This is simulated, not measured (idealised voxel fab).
process module | voxel lift off
cross-section cut | 295 nm wide | cells 5 nm
A cross-section is a grid of square cells, given in bands from the top down. A band is one or more rows of cells.
Each band's line starts with the height of the band's top and of its bottom, in nm. Then come its materials from left to right, each with its width in nm. One material with "throughout" fills the band from edge to edge. "air" is empty space.
Height 0 is the level under which the wafer as received is all one material. The lowest band goes on downwards, as in "0 down".
A width such as "30 to 40" changes by the same amount from each row of cells to the next, from the band's top row to its bottom row.
"no change" after a step means that no cell of the cross-section changed.
closed voids: empty space of 8 cells or more with no open way to the top, each as width x height at its distance from the left edge, in nm
after a step's settings: what the simulator itself notes on the step
overlay nm, on a step with a mask: how far to the right of its planned place the mask lay; to the left if negative
Each pair below shows a cross-section before one step and the cross-section after it, down to the lowest band that changed. The line under each pair gives the step between them, with its settings. The pairs can come from different runs of this module on the same starting wafer, so a pair continues from the pair above only where its "before" says so.
before
  0 down: Si throughout
  closed voids: none
after
  15 to 0: SiO2 throughout
  below 0: unchanged
  closed voids: none
the step between: op CONFORMAL_DEP | material SiO2 | thk nm 15
before: the cross-section after the pair above
after
  40 to 15: resist 85 | air 15 | resist 20 | air 15 | resist 20 | air 15 | resist 20 | air 15 | resist 90
  below 15: unchanged
  closed voids: none
the step between: op PATTERN | tone open | mask id LINES | material resist | width nm 15 | pitch nm 35 | thk nm 25 | overlay nm 0
before: the cross-section after the pair above
after
  55 to 40: Ru 85 | air 15 | Ru 20 | air 15 | Ru 20 | air 15 | Ru 20 | air 15 | Ru 90
  40 to 30: resist 85 | air 15 | resist 20 | air 15 | resist 20 | air 15 | resist 20 | air 15 | resist 90
  30 to 15: resist 85 | Ru 15 | resist 20 | Ru 15 | resist 20 | Ru 15 | resist 20 | Ru 15 | resist 90
  below 15: unchanged
  closed voids: none
the step between: op DIRECTIONAL_DEP | material Ru | thk nm 15
before: the cross-section after the pair above
after
  30 to 15: air 85 | Ru 15 | air 20 | Ru 15 | air 20 | Ru 15 | air 20 | Ru 15 | air 90
  below 15: unchanged
  closed voids: none
the step between: op STRIP | etch materials resist
before: the cross-section after the pair above
after
  35 to 30: air 80 | SiN 25 | air 10 | SiN 25 | air 10 | SiN 25 | air 10 | SiN 25 | air 85
  30 to 20: air 80 | SiN 5 | Ru 15 | SiN 5 | air 10 | SiN 5 | Ru 15 | SiN 5 | air 10 | SiN 5 | Ru 15 | SiN 5 | air 10 | SiN 5 | Ru 15 | SiN 5 | air 85
  20 to 15: SiN 85 | Ru 15 | SiN 20 | Ru 15 | SiN 20 | Ru 15 | SiN 20 | Ru 15 | SiN 90
  below 15: unchanged
  closed voids: none
the step between: op CONFORMAL_DEP | material SiN | thk nm 5
before
  0 down: Si throughout
  closed voids: none
after
  25 to 0: resist 85 | air 15 | resist 20 | air 15 | resist 20 | air 15 | resist 20 | air 15 | resist 90
  below 0: unchanged
  closed voids: none
the step between: op PATTERN | tone open | mask id LINES | material resist | width nm 15 | pitch nm 35 | thk nm 25 | overlay nm 0
before: the cross-section after the pair above
after
  40 to 25: Ru 85 | air 15 | Ru 20 | air 15 | Ru 20 | air 15 | Ru 20 | air 15 | Ru 90
  25 to 15: resist 85 | air 15 | resist 20 | air 15 | resist 20 | air 15 | resist 20 | air 15 | resist 90
  15 to 0: resist 85 | Ru 15 | resist 20 | Ru 15 | resist 20 | Ru 15 | resist 20 | Ru 15 | resist 90
  below 0: unchanged
  closed voids: none
the step between: op DIRECTIONAL_DEP | material Ru | thk nm 15
before: the cross-section after the pair above
after
  15 to 0: air 85 | Ru 15 | air 20 | Ru 15 | air 20 | Ru 15 | air 20 | Ru 15 | air 90
  below 0: unchanged
  closed voids: none
the step between: op STRIP | etch materials resist
before: the cross-section after the pair above
after
  20 to 15: air 80 | SiN 25 | air 10 | SiN 25 | air 10 | SiN 25 | air 10 | SiN 25 | air 85
  15 to 5: air 80 | SiN 5 | Ru 15 | SiN 5 | air 10 | SiN 5 | Ru 15 | SiN 5 | air 10 | SiN 5 | Ru 15 | SiN 5 | air 10 | SiN 5 | Ru 15 | SiN 5 | air 85
  5 to 0: SiN 85 | Ru 15 | SiN 20 | Ru 15 | SiN 20 | Ru 15 | SiN 20 | Ru 15 | SiN 90
  below 0: unchanged
  closed voids: none
the step between: op CONFORMAL_DEP | material SiN | thk nm 5
before
  15 to 0: SiO2 throughout
  0 down: Si throughout
  closed voids: none
after
  30 to 0: SiO2 throughout
  below 0: unchanged
  closed voids: none
the step between: op CONFORMAL_DEP | material SiO2 | thk nm 15
before: the cross-section after the pair above
after
  55 to 30: resist 85 | air 15 | resist 20 | air 15 | resist 20 | air 15 | resist 20 | air 15 | resist 90
  below 30: unchanged
  closed voids: none
the step between: op PATTERN | tone open | mask id LINES | material resist | width nm 15 | pitch nm 35 | thk nm 25 | overlay nm 0
before: the cross-section after the pair above
after
  70 to 55: Ru 85 | air 15 | Ru 20 | air 15 | Ru 20 | air 15 | Ru 20 | air 15 | Ru 90
  55 to 45: resist 85 | air 15 | resist 20 | air 15 | resist 20 | air 15 | resist 20 | air 15 | resist 90
  45 to 30: resist 85 | Ru 15 | resist 20 | Ru 15 | resist 20 | Ru 15 | resist 20 | Ru 15 | resist 90
  below 30: unchanged
  closed voids: none
the step between: op DIRECTIONAL_DEP | material Ru | thk nm 15
before: the cross-section after the pair above
after
  45 to 30: air 85 | Ru 15 | air 20 | Ru 15 | air 20 | Ru 15 | air 20 | Ru 15 | air 90
  below 30: unchanged
  closed voids: none
the step between: op STRIP | etch materials resist
before: the cross-section after the pair above
after
  50 to 45: air 80 | SiN 25 | air 10 | SiN 25 | air 10 | SiN 25 | air 10 | SiN 25 | air 85
  45 to 35: air 80 | SiN 5 | Ru 15 | SiN 5 | air 10 | SiN 5 | Ru 15 | SiN 5 | air 10 | SiN 5 | Ru 15 | SiN 5 | air 10 | SiN 5 | Ru 15 | SiN 5 | air 85
  35 to 30: SiN 85 | Ru 15 | SiN 20 | Ru 15 | SiN 20 | Ru 15 | SiN 20 | Ru 15 | SiN 90
  below 30: unchanged
  closed voids: none
the step between: op CONFORMAL_DEP | material SiN | thk nm 5
before
  40 to 15: resist 85 | air 15 | resist 20 | air 15 | resist 20 | air 15 | resist 20 | air 15 | resist 90
  15 to 0: SiO2 throughout
  0 down: Si throughout
  closed voids: none
after
  50 to 40: Ru 85 | air 15 | Ru 20 | air 15 | Ru 20 | air 15 | Ru 20 | air 15 | Ru 90
  40 to 25: resist 85 | air 15 | resist 20 | air 15 | resist 20 | air 15 | resist 20 | air 15 | resist 90
  25 to 15: resist 85 | Ru 15 | resist 20 | Ru 15 | resist 20 | Ru 15 | resist 20 | Ru 15 | resist 90
  below 15: unchanged
  closed voids: none
the step between: op DIRECTIONAL_DEP | material Ru | thk nm 10
before: the cross-section after the pair above
after
  25 to 15: air 85 | Ru 15 | air 20 | Ru 15 | air 20 | Ru 15 | air 20 | Ru 15 | air 90
  below 15: unchanged
  closed voids: none
the step between: op STRIP | etch materials resist
before: the cross-section after the pair above
after
  30 to 25: air 80 | SiN 25 | air 10 | SiN 25 | air 10 | SiN 25 | air 10 | SiN 25 | air 85
  25 to 20: air 80 | SiN 5 | Ru 15 | SiN 5 | air 10 | SiN 5 | Ru 15 | SiN 5 | air 10 | SiN 5 | Ru 15 | SiN 5 | air 10 | SiN 5 | Ru 15 | SiN 5 | air 85
  20 to 15: SiN 85 | Ru 15 | SiN 20 | Ru 15 | SiN 20 | Ru 15 | SiN 20 | Ru 15 | SiN 90
  below 15: unchanged
  closed voids: none
the step between: op CONFORMAL_DEP | material SiN | thk nm 5
before
  15 to 0: SiO2 throughout
  0 down: Si throughout
  closed voids: none
after
  40 to 15: resist 85 | air 20 | resist 15 | air 20 | resist 15 | air 20 | resist 15 | air 20 | resist 85
  below 15: unchanged
  closed voids: none
the step between: op PATTERN | tone open | mask id LINES | material resist | width nm 20 | pitch nm 35 | thk nm 25 | overlay nm 0
before: the cross-section after the pair above
after
  55 to 40: Ru 85 | air 20 | Ru 15 | air 20 | Ru 15 | air 20 | Ru 15 | air 20 | Ru 85
  40 to 30: resist 85 | air 20 | resist 15 | air 20 | resist 15 | air 20 | resist 15 | air 20 | resist 85
  30 to 15: resist 85 | Ru 20 | resist 15 | Ru 20 | resist 15 | Ru 20 | resist 15 | Ru 20 | resist 85
  below 15: unchanged
  closed voids: none
the step between: op DIRECTIONAL_DEP | material Ru | thk nm 15
before: the cross-section after the pair above
after
  30 to 15: air 85 | Ru 20 | air 15 | Ru 20 | air 15 | Ru 20 | air 15 | Ru 20 | air 85
  below 15: unchanged
  closed voids: none
the step between: op STRIP | etch materials resist
before: the cross-section after the pair above
after
  35 to 30: air 80 | SiN 30 | air 5 | SiN 30 | air 5 | SiN 30 | air 5 | SiN 30 | air 80
  30 to 20: air 80 | SiN 5 | Ru 20 | SiN 5 | air 5 | SiN 5 | Ru 20 | SiN 5 | air 5 | SiN 5 | Ru 20 | SiN 5 | air 5 | SiN 5 | Ru 20 | SiN 5 | air 80
  20 to 15: SiN 85 | Ru 20 | SiN 15 | Ru 20 | SiN 15 | Ru 20 | SiN 15 | Ru 20 | SiN 85
  below 15: unchanged
  closed voids: none
the step between: op CONFORMAL_DEP | material SiN | thk nm 5
before
  15 to 0: SiO2 throughout
  0 down: Si throughout
  closed voids: none
after
  40 to 15: resist 90 | air 15 | resist 20 | air 15 | resist 20 | air 15 | resist 20 | air 15 | resist 85
  below 15: unchanged
  closed voids: none
the step between: op PATTERN | tone open | mask id LINES | material resist | width nm 15 | pitch nm 35 | thk nm 25 | overlay nm 5
before: the cross-section after the pair above
after
  55 to 40: Ru 90 | air 15 | Ru 20 | air 15 | Ru 20 | air 15 | Ru 20 | air 15 | Ru 85
  40 to 30: resist 90 | air 15 | resist 20 | air 15 | resist 20 | air 15 | resist 20 | air 15 | resist 85
  30 to 15: resist 90 | Ru 15 | resist 20 | Ru 15 | resist 20 | Ru 15 | resist 20 | Ru 15 | resist 85
  below 15: unchanged
  closed voids: none
the step between: op DIRECTIONAL_DEP | material Ru | thk nm 15
before: the cross-section after the pair above
after
  30 to 15: air 90 | Ru 15 | air 20 | Ru 15 | air 20 | Ru 15 | air 20 | Ru 15 | air 85
  below 15: unchanged
  closed voids: none
the step between: op STRIP | etch materials resist
before: the cross-section after the pair above
after
  35 to 30: air 85 | SiN 25 | air 10 | SiN 25 | air 10 | SiN 25 | air 10 | SiN 25 | air 80
  30 to 20: air 85 | SiN 5 | Ru 15 | SiN 5 | air 10 | SiN 5 | Ru 15 | SiN 5 | air 10 | SiN 5 | Ru 15 | SiN 5 | air 10 | SiN 5 | Ru 15 | SiN 5 | air 80
  20 to 15: SiN 90 | Ru 15 | SiN 20 | Ru 15 | SiN 20 | Ru 15 | SiN 20 | Ru 15 | SiN 85
  below 15: unchanged
  closed voids: none
the step between: op CONFORMAL_DEP | material SiN | thk nm 5
before
  30 to 15: air 85 | Ru 15 | air 20 | Ru 15 | air 20 | Ru 15 | air 20 | Ru 15 | air 90
  15 to 0: SiO2 throughout
  0 down: Si throughout
  closed voids: none
after
  35 to 30: air 80 | SiO2 25 | air 10 | SiO2 25 | air 10 | SiO2 25 | air 10 | SiO2 25 | air 85
  30 to 20: air 80 | SiO2 5 | Ru 15 | SiO2 5 | air 10 | SiO2 5 | Ru 15 | SiO2 5 | air 10 | SiO2 5 | Ru 15 | SiO2 5 | air 10 | SiO2 5 | Ru 15 | SiO2 5 | air 85
  20 to 15: SiO2 85 | Ru 15 | SiO2 20 | Ru 15 | SiO2 20 | Ru 15 | SiO2 20 | Ru 15 | SiO2 90
  below 15: unchanged
  closed voids: none
the step between: op CONFORMAL_DEP | material SiO2 | thk nm 5
before
  15 to 0: SiO2 throughout
  0 down: Si throughout
  closed voids: none
after
  40 to 15: air 85 | resist 15 | air 20 | resist 15 | air 20 | resist 15 | air 20 | resist 15 | air 90
  below 15: unchanged
  closed voids: none
the step between: op PATTERN | tone cover | mask id LINES | material resist | width nm 15 | pitch nm 35 | thk nm 25 | overlay nm 0
before: the cross-section after the pair above
after
  55 to 40: air 85 | Ru 15 | air 20 | Ru 15 | air 20 | Ru 15 | air 20 | Ru 15 | air 90
  40 to 30: air 85 | resist 15 | air 20 | resist 15 | air 20 | resist 15 | air 20 | resist 15 | air 90
  30 to 15: Ru 85 | resist 15 | Ru 20 | resist 15 | Ru 20 | resist 15 | Ru 20 | resist 15 | Ru 90
  below 15: unchanged
  closed voids: none
the step between: op DIRECTIONAL_DEP | material Ru | thk nm 15
before: the cross-section after the pair above
after
  30 to 15: Ru 85 | air 15 | Ru 20 | air 15 | Ru 20 | air 15 | Ru 20 | air 15 | Ru 90
  below 15: unchanged
  closed voids: none
the step between: op STRIP | etch materials resist
before: the cross-section after the pair above
after
  35 to 30: SiN 90 | air 5 | SiN 30 | air 5 | SiN 30 | air 5 | SiN 30 | air 5 | SiN 95
  30 to 20: Ru 85 | SiN 5 | air 5 | SiN 5 | Ru 20 | SiN 5 | air 5 | SiN 5 | Ru 20 | SiN 5 | air 5 | SiN 5 | Ru 20 | SiN 5 | air 5 | SiN 5 | Ru 90
  20 to 15: Ru 85 | SiN 15 | Ru 20 | SiN 15 | Ru 20 | SiN 15 | Ru 20 | SiN 15 | Ru 90
  below 15: unchanged
  closed voids: none
the step between: op CONFORMAL_DEP | material SiN | thk nm 5
